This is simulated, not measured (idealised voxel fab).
Herein follows the process module entitled voxel quadruple lines.
Shown is cross-section cut, with a width of 140 nm and square cells of size 5 nm.
Cross-section = grid of square cells, listed top down in bands; band = one or more rows.
Within each band entry, the heights of the top and of the bottom of the band appear first, in that order and in nm; the materials of the band then follow from left to right, each with its corresponding width in nm. The designation "throughout" on a single material indicates that it fills the band from edge to edge; the designation "air" indicates empty space.
It should be noted that heights are counted from 0, beneath which the wafer as supplied is of one material throughout, and that the lowest band possesses no lower boundary but continues downward, as written in "0 and below".
With a width like "30..40", each row of cells in the band differs from the next by the same amount, the top row carrying the first number and the bottom row the second.
Given "changes: none" for a step, no cell of the cross-section differs between before and after that step.
You'll see "Closed void listing" listing empty spaces that have no way open to the top, as long as they're 8 cells or more; the notation is width x height at distance, where the distance is from the left edge, and all of it is in nm.
On a step's line, text after the settings is the simulator commenting on that step.
You can add "overlay nm" to a step's line. For a step with a mask, it describes how far the mask lay to the right of its planned position, and a negative number describes a lay to the left.
-- Planned step list for the process
1) RECEIVE: material Si
2) CONFORMAL_DEP: material Al2O3, thk nm 5
3) DIRECTIONAL_DEP: material Ru, thk nm 10
4) DIRECTIONAL_DEP: material polySi, thk nm 20
5) DIRECTIONAL_DEP: material aC, thk nm 25
6) PATTERN: tone cover, mask id MANDREL, material resist, width nm 30, thk nm 35, overlay nm 0
7) DIRECTIONAL_ETCH: etch materials aC, depth nm 25
8) STRIP: etch materials resist
9) CONFORMAL_DEP: material SiO2, thk nm 10
10) DIRECTIONAL_ETCH: etch materials SiO2, depth nm 10
11) STRIP: etch materials aC
12) DIRECTIONAL_ETCH: etch materials polySi, depth nm 20
13) STRIP: etch materials SiO2
14) CONFORMAL_DEP: material SiN, thk nm 10
15) DIRECTIONAL_ETCH: etch materials SiN, depth nm 10
16) STRIP: etch materials polySi
17) DIRECTIONAL_ETCH: etch materials Ru, depth nm 10
18) STRIP: etch materials SiN
19) FILL_DEP: material SiO2, thk nm 10
20) CMP: height nm 15
-- This is the cross-section of the wafer as we received it, i.e. after step 1
  0 and below  Si throughout
  Closed void listing: none
-- End-of-module cross-section of the first of two wafers, processed as planned
  15 down to 5  SiO2 35 nm | Ru 10 nm | SiO2 10 nm | Ru 10 nm | SiO2 10 nm | Ru 10 nm | SiO2 10 nm | Ru 10 nm | SiO2 35 nm
  5 down to 0  Al2O3 throughout
  0 and below  Si throughout
  Closed void listing: none
-- Second wafer cross-section at end of module - shared start and plan with the first, one mistake in the run
  15 down to 5  polySi throughout
  5 down to 0  Al2O3 throughout
  0 and below  Si throughout
  Closed void listing: none
Against the plan, the run slipped here: plan steps 3 and 4 run swapped
Wrapping up, a cell-based count of both wafers puts the second over or under the first for these materials: Ru: 16 fewer; SiO2: 40 fewer; polySi: 56 more
